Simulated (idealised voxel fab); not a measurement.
Process module, titled voxel released beams
Section cut is 210 nm wide and gridded with 5 nm square cells.
A cross-section in this document is a grid of square cells, and it is written down as bands, the top band listed before the ones below it; a band is made up of one or more rows of cells.
A band entry consists of two parts. The first gives the height of the band's top and the height of its bottom, in nm. The rest lists the band's materials from left to right, each with its width in nm. A single material labelled with the word "full width" fills the band from edge to edge, and the word "air" marks empty space.
Heights are reckoned from 0. Under this level, the received wafer is all of one material. The bottommost band is open-ended downward, for example "0..down".
Width: "30..40" (first number = top row, second number = bottom row, same change from row to row of cells).
"left unchanged" for a step: no cell of the cross-section changed in that step.
"Closed void roster" lists enclosed empty spaces (at least 8 cells, no open path upward to the top), each as width x height at distance from the left edge, in nm.
What comes after the settings on a step's line is commentary from the simulator itself on that step.
If you see "overlay nm" on a step's line and that step has a mask, it's telling you how far right of where it was planned the mask ended up; a negative number means it went left instead.

### Planned step list for the process
1. RECEIVE,material Si
2. CONFORMAL_DEP,material Al2O3,thk nm 5
3. DIRECTIONAL_DEP,material SiO2,thk nm 15
4. DIRECTIONAL_DEP,material aC,thk nm 15
5. PATTERN,tone open,mask id ANCHOR,material resist,width nm 30,thk nm 30,overlay nm 0
6. DIRECTIONAL_ETCH,etch materials aC,depth nm 15
7. STRIP,etch materials resist
8. DIRECTIONAL_ETCH,etch materials SiO2,depth nm 15
9. STRIP,etch materials aC
10. CONFORMAL_DEP,material SiN,thk nm 10
11. MASKED_ETCH,tone cover,mask id BEAM,width nm 90,etch materials SiN,depth nm 10,overlay nm 0
12. STRIP,etch materials SiO2

### Below: the first of two wafers, run as planned

### The cross-section here shows the wafer as received, i.e. in its state after step 1
	0..down | Si full width
	Closed void roster: none

### So this is the wafer cross-section right after step 2
	5..0 | Al2O3 full width
	Under the height 0 nothing was changed.

### So this is the wafer cross-section right after step 3
	20..5 | SiO2 full width
	Under the height 5 nothing was changed.

### So this is the wafer cross-section right after step 4
	35..20 | aC full width
	Under the height 20 nothing was changed.

### So this is the wafer cross-section right after step 5
	65..35 | 60 of resist | 30 of air | 120 of resist
	Under the height 35 nothing was changed.

### So this is the wafer cross-section right after step 6
	50..35 | 60 of resist | 30 of air | 120 of resist
	35..20 | 60 of aC | 30 of air | 120 of aC
	Under the height 20 nothing was changed.

### So this is the wafer cross-section right after step 7
	35..20 | 60 of aC | 30 of air | 120 of aC
	Under the height 20 nothing was changed.

### So this is the wafer cross-section right after step 8
	35..20 | 60 of aC | 30 of air | 120 of aC
	20..5 | 60 of SiO2 | 30 of air | 120 of SiO2
	Under the height 5 nothing was changed.

### So this is the wafer cross-section right after step 9
	20..5 | 60 of SiO2 | 30 of air | 120 of SiO2
	Under the height 5 nothing was changed.

### So this is the wafer cross-section right after step 10
	30..20 | 70 of SiN | 10 of air | 130 of SiN
	20..15 | 60 of SiO2 | 10 of SiN | 10 of air | 10 of SiN | 120 of SiO2
	15..5 | 60 of SiO2 | 30 of SiN | 120 of SiO2
	Under the height 5 nothing was changed.

### So this is the wafer cross-section right after step 11
	30..20 | 55 of air | 15 of SiN | 10 of air | 65 of SiN | 65 of air
	Under the height 20 nothing was changed.

### So this is the wafer cross-section right after step 12
	30..20 | 55 of air | 15 of SiN | 10 of air | 65 of SiN | 65 of air
	20..15 | 60 of air | 10 of SiN | 10 of air | 10 of SiN | 120 of air
	15..5 | 60 of air | 30 of SiN | 120 of air
	Under the height 5 nothing was changed.

### Wafer two: like wafer one in start and plan, but with one mistake in execution; identical up to and including step 10

### Cross-sectional representation of the second wafer at the time designated in the plan for the completion of step 11
	30..20 | 50 of air | 20 of SiN | 10 of air | 60 of SiN | 70 of air
	Under the height 20 nothing was changed.

### Cross-sectional representation of the second wafer at the time designated in the plan for the completion of step 12
	30..20 | 50 of air | 20 of SiN | 10 of air | 60 of SiN | 70 of air
	20..15 | 60 of air | 10 of SiN | 10 of air | 10 of SiN | 120 of air
	15..5 | 60 of air | 30 of SiN | 120 of air
	Under the height 5 nothing was changed.
Diagnosis: heads up, step 11 didn't go per plan, it actually ran as MASKED_ETCH,tone cover,mask id BEAM,width nm 90,etch materials SiN,depth nm 10,overlay nm -5
Final wafers compared: equal cell tally per material, rearranged layout.
